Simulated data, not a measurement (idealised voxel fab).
process module | voxel gate over fins
cross-section cut | 280 nm wide | cells 5 nm
A cross-section is a grid of square cells, given in bands from the top down. A band is one or more rows of cells.
Each band's line starts with the height of the band's top and of its bottom, in nm. Then come its materials from left to right, each with its width in nm. One material with "throughout" fills the band from edge to edge. "air" is empty space.
Height 0 is the level under which the wafer as received is all one material. The lowest band goes on downwards, as in "0 down".
A width such as "30 to 40" changes by the same amount from each row of cells to the next, from the band's top row to its bottom row.
"no change" after a step means that no cell of the cross-section changed.
closed voids: empty space of 8 cells or more with no open way to the top, each as width x height at its distance from the left edge, in nm
after a step's settings: what the simulator itself notes on the step
overlay nm, on a step with a mask: how far to the right of its planned place the mask lay; to the left if negative
plan
1 op RECEIVE | material Si
2 op CONFORMAL_DEP | material SiN | thk nm 10
3 op MASKED_ETCH | tone cover | mask id FINS | width nm 15 | pitch nm 45 | etch materials SiN | depth nm 10 | overlay nm 0
4 op MASKED_ETCH | tone cover | mask id FINS | width nm 15 | pitch nm 45 | etch materials Si | depth nm 30 | overlay nm 0
5 op OXIDIZE | depth nm 5
6 op FILL_DEP | material SiO2 | thk nm 5
7 op CMP | height nm 10
8 op SELECTIVE_ETCH | etch materials SiO2 | depth nm 20
9 op STRIP | etch materials SiN
10 op CONFORMAL_DEP | material HfO2 | thk nm 5
11 op CONFORMAL_DEP | material TiN | thk nm 5
12 op CONFORMAL_DEP | material TiAl | thk nm 5
13 op CONFORMAL_DEP | material TiN | thk nm 5
14 op FILL_DEP | material W | thk nm 15
15 op CMP | height nm 30
16 op CONFORMAL_DEP | material SiN | thk nm 10
as received, after step 1
  0 down: Si throughout
  closed voids: none
first wafer at the end, as planned
  40 to 30: SiN throughout
  30 to 20: W throughout
  20 to 15: W 95 | TiN 90 | W 95
  15 to 10: W 95 | TiN 5 | TiAl 35 | TiN 10 | TiAl 35 | TiN 5 | W 95
  10 to 5: TiN 100 | TiAl 5 | TiN 25 | TiAl 5 | TiN 10 | TiAl 5 | TiN 25 | TiAl 5 | TiN 100
  5 to 0: TiAl 105 | TiN 5 | HfO2 15 | TiN 5 | TiAl 20 | TiN 5 | HfO2 15 | TiN 5 | TiAl 105
  0 to -5: TiN 110 | HfO2 5 | Si 5 | HfO2 5 | TiN 30 | HfO2 5 | Si 5 | HfO2 5 | TiN 110
  -5 to -10: HfO2 115 | Si 5 | HfO2 40 | Si 5 | HfO2 115
  -10 to -35: SiO2 115 | Si 5 | SiO2 40 | Si 5 | SiO2 115
  -35 down: Si throughout
  closed voids: none
second wafer at the end: like start, like plan, one mistake
  40 to 30: SiN throughout
  30 to 20: W throughout
  20 to 10: W 95 | TiN 90 | W 95
  10 to 5: TiN throughout
  5 to 0: TiN 110 | HfO2 15 | TiN 30 | HfO2 15 | TiN 110
  0 to -5: TiN 110 | HfO2 5 | Si 5 | HfO2 5 | TiN 30 | HfO2 5 | Si 5 | HfO2 5 | TiN 110
  -5 to -10: HfO2 115 | Si 5 | HfO2 40 | Si 5 | HfO2 115
  -10 to -35: SiO2 115 | Si 5 | SiO2 40 | Si 5 | SiO2 115
  -35 down: Si throughout
  closed voids: none
what went wrong: step 12 ran as: op CONFORMAL_DEP | material TiN | thk nm 5
at the end the second wafer has, in cells: 64 fewer of TiAl | 64 more of TiN
